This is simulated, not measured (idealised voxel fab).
Process module name: voxel self aligned vias
Cross-section cut spans 230 nm and uses square cells 5 nm in size.
A cross-section is written here as square cells arranged in a grid, and it is given in bands from the top down, each band taking up one or more rows of cells. A band entry consists of two parts. The first gives the height of the band's top and the height of its bottom, in nm. The rest lists the band's materials from left to right, each with its width in nm. A single material labelled with the word "full width" fills the band from edge to edge, and the word "empty" marks empty space. Below 0: as-received wafer, all one material; heights counted from there. Lowest band: no bottom, goes on down, written "z 0 and below". When a width is written as two numbers, as in "30->40", the first number is the width in the top row of cells of the band and the second is the width in its bottom row, and the width changes by the same amount from each row to the next. Key: "no alterations made" - step with no changed cell in the cross-section. "Enclosed void listing" - sealed voids, min. 8 cells, no opening to top; format: width x height at distance (distance from left edge; nm throughout). Past the settings on a step's line: simulator remark, on that step. "overlay nm", when on a step's line for a step with a mask, measures how far to the right of its planned place the mask lay; a negative measure means to the left.

The planned process steps are enumerated hereunder
step 1: RECEIVE [material Si]
step 2: CONFORMAL_DEP [material SiO2] [thk nm 10]
step 3: CONFORMAL_DEP [material SiCN] [thk nm 5]
step 4: DIRECTIONAL_DEP [material SiO2] [thk nm 25]
step 5: PATTERN [tone open] [mask id LINES] [material resist] [width nm 20] [pitch nm 55] [thk nm 20] [overlay nm 0]
step 6: DIRECTIONAL_ETCH [etch materials SiO2] [depth nm 25]
step 7: STRIP [etch materials resist]
step 8: CONFORMAL_DEP [material TiN] [thk nm 5]
step 9: FILL_DEP [material W] [thk nm 5]
step 10: CMP [height nm 40]
step 11: SELECTIVE_ETCH [etch materials W Ru TiN] [depth nm 10]
step 12: FILL_DEP [material SiN] [thk nm 10]
step 13: CMP [height nm 40]
step 14: DIRECTIONAL_DEP [material SiO2] [thk nm 20]
step 15: DIRECTIONAL_DEP [material aC] [thk nm 15]
step 16: PATTERN [tone open] [mask id VIAS] [material resist] [width nm 40] [pitch nm 55] [thk nm 30] [overlay nm 0]
step 17: DIRECTIONAL_ETCH [etch materials aC] [depth nm 15]
step 18: STRIP [etch materials resist]
step 19: DIRECTIONAL_ETCH [etch materials SiO2] [depth nm 20]
step 20: DIRECTIONAL_ETCH [etch materials SiN] [depth nm 10]
step 21: STRIP [etch materials aC]
step 22: CONFORMAL_DEP [material TiN] [thk nm 5]
step 23: FILL_DEP [material Ru] [thk nm 5]
step 24: CMP [height nm 60]
step 25: CONFORMAL_DEP [material SiCN] [thk nm 5]

First of the two wafers, run per plan

The cross-section here shows the wafer as received, i.e. in its state after step 1
    z 0 and below  Si full width
    Enclosed void listing: none

after step 2
    z 10 to 0  SiO2 full width
    Everything below 0 is unchanged.

after step 3
    z 15 to 10  SiCN full width
    Everything below 10 is unchanged.

after step 4
    z 40 to 15  SiO2 full width
    Everything below 15 is unchanged.

after step 5
    z 60 to 40  resist=75; empty=20; resist=35; empty=20; resist=80
    Everything below 40 is unchanged.

after step 6
    z 60 to 40  resist=75; empty=20; resist=35; empty=20; resist=80
    z 40 to 15  SiO2=75; empty=20; SiO2=35; empty=20; SiO2=80
    Everything below 15 is unchanged.

after step 7
    z 40 to 15  SiO2=75; empty=20; SiO2=35; empty=20; SiO2=80
    Everything below 15 is unchanged.

after step 8
    z 45 to 40  TiN=80; empty=10; TiN=45; empty=10; TiN=85
    z 40 to 20  SiO2=75; TiN=5; empty=10; TiN=5; SiO2=35; TiN=5; empty=10; TiN=5; SiO2=80
    z 20 to 15  SiO2=75; TiN=20; SiO2=35; TiN=20; SiO2=80
    Everything below 15 is unchanged.

after step 9
    z 50 to 45  W full width
    z 45 to 40  TiN=80; W=10; TiN=45; W=10; TiN=85
    z 40 to 20  SiO2=75; TiN=5; W=10; TiN=5; SiO2=35; TiN=5; W=10; TiN=5; SiO2=80
    Everything below 20 is unchanged.

after step 10
    z 40 to 20  SiO2=75; TiN=5; W=10; TiN=5; SiO2=35; TiN=5; W=10; TiN=5; SiO2=80
    Everything below 20 is unchanged.

after step 11
    z 40 to 30  SiO2=75; empty=20; SiO2=35; empty=20; SiO2=80
    Everything below 30 is unchanged.

after step 12
    z 50 to 40  SiN full width
    z 40 to 30  SiO2=75; SiN=20; SiO2=35; SiN=20; SiO2=80
    Everything below 30 is unchanged.

after step 13
    z 40 to 30  SiO2=75; SiN=20; SiO2=35; SiN=20; SiO2=80
    Everything below 30 is unchanged.

after step 14
    z 60 to 40  SiO2 full width
    Everything below 40 is unchanged.

after step 15
    z 75 to 60  aC full width
    Everything below 60 is unchanged.

after step 16
    z 105 to 75  resist=65; empty=40; resist=15; empty=40; resist=70
    Everything below 75 is unchanged.

after step 17
    z 90 to 75  resist=65; empty=40; resist=15; empty=40; resist=70
    z 75 to 60  aC=65; empty=40; aC=15; empty=40; aC=70
    Everything below 60 is unchanged.

after step 18
    z 75 to 60  aC=65; empty=40; aC=15; empty=40; aC=70
    Everything below 60 is unchanged.

after step 19
    z 75 to 60  aC=65; empty=40; aC=15; empty=40; aC=70
    z 60 to 40  SiO2=65; empty=40; SiO2=15; empty=40; SiO2=70
    Everything below 40 is unchanged.

after step 20
    z 75 to 60  aC=65; empty=40; aC=15; empty=40; aC=70
    z 60 to 40  SiO2=65; empty=40; SiO2=15; empty=40; SiO2=70
    z 40 to 30  SiO2=75; empty=20; SiO2=35; empty=20; SiO2=80
    Everything below 30 is unchanged.

after step 21
    z 60 to 40  SiO2=65; empty=40; SiO2=15; empty=40; SiO2=70
    Everything below 40 is unchanged.

after step 22
    z 65 to 60  TiN=70; empty=30; TiN=25; empty=30; TiN=75
    z 60 to 45  SiO2=65; TiN=5; empty=30; TiN=5; SiO2=15; TiN=5; empty=30; TiN=5; SiO2=70
    z 45 to 35  SiO2=65->75; TiN=15->5; empty=10; TiN=15->5; SiO2=15->35; TiN=15->5; empty=10; TiN=15->5; SiO2=70->80
    z 35 to 30  SiO2=75; TiN=20; SiO2=35; TiN=20; SiO2=80
    Everything below 30 is unchanged.

after step 23
    z 70 to 65  Ru full width
    z 65 to 60  TiN=70; Ru=30; TiN=25; Ru=30; TiN=75
    z 60 to 45  SiO2=65; TiN=5; Ru=30; TiN=5; SiO2=15; TiN=5; Ru=30; TiN=5; SiO2=70
    z 45 to 35  SiO2=65->75; TiN=15->5; Ru=10; TiN=15->5; SiO2=15->35; TiN=15->5; Ru=10; TiN=15->5; SiO2=70->80
    Everything below 35 is unchanged.

after step 24
    z 60 to 45  SiO2=65; TiN=5; Ru=30; TiN=5; SiO2=15; TiN=5; Ru=30; TiN=5; SiO2=70
    Everything below 45 is unchanged.

after step 25
    z 65 to 60  SiCN full width
    Everything below 60 is unchanged.

The second wafer: identical to the first at the outset and in its planned sequence, differing only in that one mistake was made during processing; up to and including step 2, its path is the first wafer's path

Cross-sectional view of the second wafer at the intended end time of process step 3: no alterations made

Cross-sectional view of the second wafer at the intended end time of process step 4
    z 35 to 0  SiO2 full width
    Everything below 0 is unchanged.

Cross-sectional view of the second wafer at the intended end time of process step 5
    z 55 to 35  resist=75; empty=20; resist=35; empty=20; resist=80
    Everything below 35 is unchanged.

Cross-sectional view of the second wafer at the intended end time of process step 6
    z 55 to 35  resist=75; empty=20; resist=35; empty=20; resist=80
    z 35 to 10  SiO2=75; empty=20; SiO2=35; empty=20; SiO2=80
    Everything below 10 is unchanged.

Cross-sectional view of the second wafer at the intended end time of process step 7
    z 35 to 10  SiO2=75; empty=20; SiO2=35; empty=20; SiO2=80
    Everything below 10 is unchanged.

Cross-sectional view of the second wafer at the intended end time of process step 8
    z 40 to 35  TiN=80; empty=10; TiN=45; empty=10; TiN=85
    z 35 to 15  SiO2=75; TiN=5; empty=10; TiN=5; SiO2=35; TiN=5; empty=10; TiN=5; SiO2=80
    z 15 to 10  SiO2=75; TiN=20; SiO2=35; TiN=20; SiO2=80
    Everything below 10 is unchanged.

Cross-sectional view of the second wafer at the intended end time of process step 9
    z 45 to 40  W full width
    z 40 to 35  TiN=80; W=10; TiN=45; W=10; TiN=85
    z 35 to 15  SiO2=75; TiN=5; W=10; TiN=5; SiO2=35; TiN=5; W=10; TiN=5; SiO2=80
    Everything below 15 is unchanged.

Cross-sectional view of the second wafer at the intended end time of process step 10
    z 40 to 35  TiN=80; W=10; TiN=45; W=10; TiN=85
    Everything below 35 is unchanged.

Cross-sectional view of the second wafer at the intended end time of process step 11
    z 35 to 30  SiO2=75; empty=20; SiO2=35; empty=20; SiO2=80
    Everything below 30 is unchanged.

Cross-sectional view of the second wafer at the intended end time of process step 12
    z 45 to 35  SiN full width
    z 35 to 30  SiO2=75; SiN=20; SiO2=35; SiN=20; SiO2=80
    Everything below 30 is unchanged.

Cross-sectional view of the second wafer at the intended end time of process step 13
    z 40 to 35  SiN full width
    Everything below 35 is unchanged.

Cross-sectional view of the second wafer at the intended end time of process step 14
    z 60 to 40  SiO2 full width
    Everything below 40 is unchanged.

Cross-sectional view of the second wafer at the intended end time of process step 15
    z 75 to 60  aC full width
    Everything below 60 is unchanged.

Cross-sectional view of the second wafer at the intended end time of process step 16
    z 105 to 75  resist=65; empty=40; resist=15; empty=40; resist=70
    Everything below 75 is unchanged.

Cross-sectional view of the second wafer at the intended end time of process step 17
    z 90 to 75  resist=65; empty=40; resist=15; empty=40; resist=70
    z 75 to 60  aC=65; empty=40; aC=15; empty=40; aC=70
    Everything below 60 is unchanged.

Cross-sectional view of the second wafer at the intended end time of process step 18
    z 75 to 60  aC=65; empty=40; aC=15; empty=40; aC=70
    Everything below 60 is unchanged.

Cross-sectional view of the second wafer at the intended end time of process step 19
    z 75 to 60  aC=65; empty=40; aC=15; empty=40; aC=70
    z 60 to 40  SiO2=65; empty=40; SiO2=15; empty=40; SiO2=70
    Everything below 40 is unchanged.

Cross-sectional view of the second wafer at the intended end time of process step 20
    z 75 to 60  aC=65; empty=40; aC=15; empty=40; aC=70
    z 60 to 40  SiO2=65; empty=40; SiO2=15; empty=40; SiO2=70
    z 40 to 35  SiN=65; empty=40; SiN=15; empty=40; SiN=70
    z 35 to 30  SiO2=75; empty=20; SiO2=35; empty=20; SiO2=80
    Everything below 30 is unchanged.

Cross-sectional view of the second wafer at the intended end time of process step 21
    z 60 to 40  SiO2=65; empty=40; SiO2=15; empty=40; SiO2=70
    Everything below 40 is unchanged.

Cross-sectional view of the second wafer at the intended end time of process step 22
    z 65 to 60  TiN=70; empty=30; TiN=25; empty=30; TiN=75
    z 60 to 40  SiO2=65; TiN=5; empty=30; TiN=5; SiO2=15; TiN=5; empty=30; TiN=5; SiO2=70
    z 40 to 35  SiN=65; TiN=15; empty=10; TiN=15; SiN=15; TiN=15; empty=10; TiN=15; SiN=70
    z 35 to 30  SiO2=75; TiN=20; SiO2=35; TiN=20; SiO2=80
    Everything below 30 is unchanged.

Cross-sectional view of the second wafer at the intended end time of process step 23
    z 70 to 65  Ru full width
    z 65 to 60  TiN=70; Ru=30; TiN=25; Ru=30; TiN=75
    z 60 to 40  SiO2=65; TiN=5; Ru=30; TiN=5; SiO2=15; TiN=5; Ru=30; TiN=5; SiO2=70
    z 40 to 35  SiN=65; TiN=15; Ru=10; TiN=15; SiN=15; TiN=15; Ru=10; TiN=15; SiN=70
    Everything below 35 is unchanged.

Cross-sectional view of the second wafer at the intended end time of process step 24
    z 60 to 40  SiO2=65; TiN=5; Ru=30; TiN=5; SiO2=15; TiN=5; Ru=30; TiN=5; SiO2=70
    Everything below 40 is unchanged.

Cross-sectional view of the second wafer at the intended end time of process step 25
    z 65 to 60  SiCN full width
    Everything below 60 is unchanged.
Here's what went sideways: step 3 from the plan never happened, it was just skipped
It is noted that, at the conclusion of processing, the second wafer exhibits a higher or lower cell count for certain materials relative to the first: +8 Ru | -46 SiCN | +30 SiN | +4 TiN | +4 W
